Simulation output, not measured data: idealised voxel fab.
This section sets out a process module, namely voxel double patterning.
In the cross-section labelled cut, the width is 200 nm and each square cell is 5 nm.
Format of a cross-section: grid, square cells. Given as bands. Order: top down. Band: one or more rows of cells. For a band, the entry starts with two heights in nm, that of the top and then that of the bottom, and carries on with the band's materials in order from left to right, each alongside its width in nm; the word "all across" beside a single material means it fills the band edge to edge, and "air" means empty space. The reference from which all heights are counted is 0, the level beneath which the as-received wafer is entirely one material; the lowest band, having no lower bound, proceeds downward and is written after the example "top 0, no bottom". With a width like "30 to 40", each row of cells in the band differs from the next by the same amount, the top row carrying the first number and the bottom row the second. A step reported as "no change occurred" is a step in which no cell of the cross-section changed. "Voids lacking openings" contains a list of empty spaces, each no smaller than 8 cells and without an open way to the top, written in the form width x height at distance with the distance from the left edge and all three in nm. Step line, after settings: the simulator's comment on this step. overlay nm: mask right of planned place by this much (step with mask). Neg. = left.
### Planned process steps
1,RECEIVE [material Si]
2,CONFORMAL_DEP [material SiO2] [thk nm 10]
3,DIRECTIONAL_DEP [material TiN] [thk nm 15]
4,DIRECTIONAL_DEP [material SiCN] [thk nm 10]
5,DIRECTIONAL_DEP [material aC] [thk nm 15]
6,PATTERN [tone open] [mask id FIRST] [material resist] [width nm 15] [pitch nm 50] [thk nm 35] [overlay nm 0]
7,DIRECTIONAL_ETCH [etch materials aC] [depth nm 15]
8,STRIP [etch materials resist]
9,DIRECTIONAL_ETCH [etch materials SiCN] [depth nm 10]
10,STRIP [etch materials aC]
11,PATTERN [tone open] [mask id SECOND] [material resist] [width nm 15] [pitch nm 50] [thk nm 20] [overlay nm 0]
12,DIRECTIONAL_ETCH [etch materials SiCN] [depth nm 10]
13,STRIP [etch materials resist]
14,DIRECTIONAL_ETCH [etch materials TiN] [depth nm 15]
15,STRIP [etch materials SiCN]
### Account of the first of two wafers, which was processed as intended
### Cross-sectional view of the wafer in its as-received condition, corresponding to the state after step 1
    top 0, no bottom: Si all across
    Voids lacking openings: none
### The following cross-section depicts the wafer upon completion of step 2
    top 10, bottom 0: SiO2 all across
    At heights below 0, the structure remains unaltered.
### The following cross-section depicts the wafer upon completion of step 3
    top 25, bottom 10: TiN all across
    At heights below 10, the structure remains unaltered.
### The following cross-section depicts the wafer upon completion of step 4
    top 35, bottom 25: SiCN all across
    At heights below 25, the structure remains unaltered.
### The following cross-section depicts the wafer upon completion of step 5
    top 50, bottom 35: aC all across
    At heights below 35, the structure remains unaltered.
### The following cross-section depicts the wafer upon completion of step 6
    top 85, bottom 50: resist 40  air 15  resist 35  air 15  resist 35  air 15  resist 45
    At heights below 50, the structure remains unaltered.
### The following cross-section depicts the wafer upon completion of step 7
    top 70, bottom 50: resist 40  air 15  resist 35  air 15  resist 35  air 15  resist 45
    top 50, bottom 35: aC 40  air 15  aC 35  air 15  aC 35  air 15  aC 45
    At heights below 35, the structure remains unaltered.
### The following cross-section depicts the wafer upon completion of step 8
    top 50, bottom 35: aC 40  air 15  aC 35  air 15  aC 35  air 15  aC 45
    At heights below 35, the structure remains unaltered.
### The following cross-section depicts the wafer upon completion of step 9
    top 50, bottom 35: aC 40  air 15  aC 35  air 15  aC 35  air 15  aC 45
    top 35, bottom 25: SiCN 40  air 15  SiCN 35  air 15  SiCN 35  air 15  SiCN 45
    At heights below 25, the structure remains unaltered.
### The following cross-section depicts the wafer upon completion of step 10
    top 35, bottom 25: SiCN 40  air 15  SiCN 35  air 15  SiCN 35  air 15  SiCN 45
    At heights below 25, the structure remains unaltered.
### The following cross-section depicts the wafer upon completion of step 11
    top 55, bottom 35: resist 65  air 15  resist 35  air 15  resist 70
    top 35, bottom 25: SiCN 40  resist 15  SiCN 35  resist 15  SiCN 35  resist 15  SiCN 45
    At heights below 25, the structure remains unaltered.
### The following cross-section depicts the wafer upon completion of step 12
    top 55, bottom 35: resist 65  air 15  resist 35  air 15  resist 70
    top 35, bottom 25: SiCN 40  resist 15  SiCN 10  air 15  SiCN 10  resist 15  SiCN 10  air 15  SiCN 10  resist 15  SiCN 45
    At heights below 25, the structure remains unaltered.
### The following cross-section depicts the wafer upon completion of step 13
    top 35, bottom 25: SiCN 40  air 15  SiCN 10  air 15  SiCN 10  air 15  SiCN 10  air 15  SiCN 10  air 15  SiCN 45
    At heights below 25, the structure remains unaltered.
### The following cross-section depicts the wafer upon completion of step 14
    top 35, bottom 25: SiCN 40  air 15  SiCN 10  air 15  SiCN 10  air 15  SiCN 10  air 15  SiCN 10  air 15  SiCN 45
    top 25, bottom 10: TiN 40  air 15  TiN 10  air 15  TiN 10  air 15  TiN 10  air 15  TiN 10  air 15  TiN 45
    At heights below 10, the structure remains unaltered.
### The following cross-section depicts the wafer upon completion of step 15
    top 25, bottom 10: TiN 40  air 15  TiN 10  air 15  TiN 10  air 15  TiN 10  air 15  TiN 10  air 15  TiN 45
    At heights below 10, the structure remains unaltered.
### The second wafer was prepared from the same starting point and under the same plan as the first; its processing contained one mistake, and it remains indistinguishable from the first wafer up to and including step 2
### At the planned end of step 3, the second wafer in cross-section
    top 40, bottom 10: TiN all across
    At heights below 10, the structure remains unaltered.
### At the planned end of step 4, the second wafer in cross-section
    top 50, bottom 40: SiCN all across
    At heights below 40, the structure remains unaltered.
### At the planned end of step 5, the second wafer in cross-section
    top 65, bottom 50: aC all across
    At heights below 50, the structure remains unaltered.
### At the planned end of step 6, the second wafer in cross-section
    top 100, bottom 65: resist 40  air 15  resist 35  air 15  resist 35  air 15  resist 45
    At heights below 65, the structure remains unaltered.
### At the planned end of step 7, the second wafer in cross-section
    top 85, bottom 65: resist 40  air 15  resist 35  air 15  resist 35  air 15  resist 45
    top 65, bottom 50: aC 40  air 15  aC 35  air 15  aC 35  air 15  aC 45
    At heights below 50, the structure remains unaltered.
### At the planned end of step 8, the second wafer in cross-section
    top 65, bottom 50: aC 40  air 15  aC 35  air 15  aC 35  air 15  aC 45
    At heights below 50, the structure remains unaltered.
### At the planned end of step 9, the second wafer in cross-section
    top 65, bottom 50: aC 40  air 15  aC 35  air 15  aC 35  air 15  aC 45
    top 50, bottom 40: SiCN 40  air 15  SiCN 35  air 15  SiCN 35  air 15  SiCN 45
    At heights below 40, the structure remains unaltered.
### At the planned end of step 10, the second wafer in cross-section
    top 50, bottom 40: SiCN 40  air 15  SiCN 35  air 15  SiCN 35  air 15  SiCN 45
    At heights below 40, the structure remains unaltered.
### At the planned end of step 11, the second wafer in cross-section
    top 70, bottom 50: resist 65  air 15  resist 35  air 15  resist 70
    top 50, bottom 40: SiCN 40  resist 15  SiCN 35  resist 15  SiCN 35  resist 15  SiCN 45
    At heights below 40, the structure remains unaltered.
### At the planned end of step 12, the second wafer in cross-section
    top 70, bottom 50: resist 65  air 15  resist 35  air 15  resist 70
    top 50, bottom 40: SiCN 40  resist 15  SiCN 10  air 15  SiCN 10  resist 15  SiCN 10  air 15  SiCN 10  resist 15  SiCN 45
    At heights below 40, the structure remains unaltered.
### At the planned end of step 13, the second wafer in cross-section
    top 50, bottom 40: SiCN 40  air 15  SiCN 10  air 15  SiCN 10  air 15  SiCN 10  air 15  SiCN 10  air 15  SiCN 45
    At heights below 40, the structure remains unaltered.
### At the planned end of step 14, the second wafer in cross-section
    top 50, bottom 40: SiCN 40  air 15  SiCN 10  air 15  SiCN 10  air 15  SiCN 10  air 15  SiCN 10  air 15  SiCN 45
    top 40, bottom 25: TiN 40  air 15  TiN 10  air 15  TiN 10  air 15  TiN 10  air 15  TiN 10  air 15  TiN 45
    At heights below 25, the structure remains unaltered.
### At the planned end of step 15, the second wafer in cross-section
    top 40, bottom 25: TiN 40  air 15  TiN 10  air 15  TiN 10  air 15  TiN 10  air 15  TiN 10  air 15  TiN 45
    At heights below 25, the structure remains unaltered.
what went wrong: plan step 3 was conducted twice
Bottom line after processing is that, in cells, the second wafer is up or down on some materials versus the first: TiN +120
